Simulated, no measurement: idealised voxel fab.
Proc. module: voxel plated lines
Square cells of 5 nm make up the cross-section cut, whose width is 300 nm.
For the purposes of this document, a cross-section shall be understood as a grid of square cells, specified as bands listed in top-to-bottom order, each band consisting of one or more rows of cells.
Top height, bottom height, nm. Materials left to right, width each, nm. Single material + "full width" = fills band edge to edge. "blank" = empty.
The level at which height equals 0 is the one under which the wafer, as it arrives, is entirely one material. No lower edge exists for the bottom band, which continues downward and is notated as in "0..down".
Note: "30..40" means the width goes from the first number (top row of the band) to the second number (bottom row) in equal steps per row of cells.
Where the words "no alterations made" appear for a step, the cross-section shows no cell changed by that step; every cell remained as before.
Look at "Closed cavity list" for the closed voids: empty spaces with no open path to the top, sized 8 cells or up. Each is width x height at distance, distance from the left edge, all nm.
On a step's line, text after the settings is the simulator commenting on that step.
When a step includes a mask, the "overlay nm" setting on its line states how far to the right of its planned place that mask lay, and negative values state how far to the left.
This section lists the process steps that were planned
1. RECEIVE | material Si
2. CONFORMAL_DEP | material Al2O3 | thk nm 15
3. DIRECTIONAL_DEP | material TiN | thk nm 5
4. PATTERN | tone open | mask id LINES | material resist | width nm 25 | pitch nm 55 | thk nm 35 | overlay nm 0
5. EPI | material Ru | thk nm 5
6. EPI | material Ru | thk nm 5
7. EPI | material Ru | thk nm 5
8. STRIP | etch materials resist
9. DIRECTIONAL_ETCH | etch materials TiN | depth nm 5
10. CONFORMAL_DEP | material SiN | thk nm 10
Step 1 complete: cross-section of the wafer as received
> 0..down | Si full width
> Closed cavity list: none
Final cross-section, module run with one mistake (start and plan as above)
> 50..35 | 95 nm blank, 110 nm SiN, 95 nm blank
> 35..30 | 95 nm blank, 15 nm SiN, 25 nm Ru, 30 nm SiN, 25 nm Ru, 15 nm SiN, 95 nm blank
> 30..20 | 110 nm SiN, 25 nm Ru, 30 nm SiN, 25 nm Ru, 110 nm SiN
> 20..15 | 110 nm SiN, 25 nm TiN, 30 nm SiN, 25 nm TiN, 110 nm SiN
> 15..0 | Al2O3 full width
> 0..down | Si full width
> Closed cavity list: none
Finding, execution versus plan: step 10 ran differently from the plan; actual operation with settings: CONFORMAL_DEP | material SiN | thk nm 15
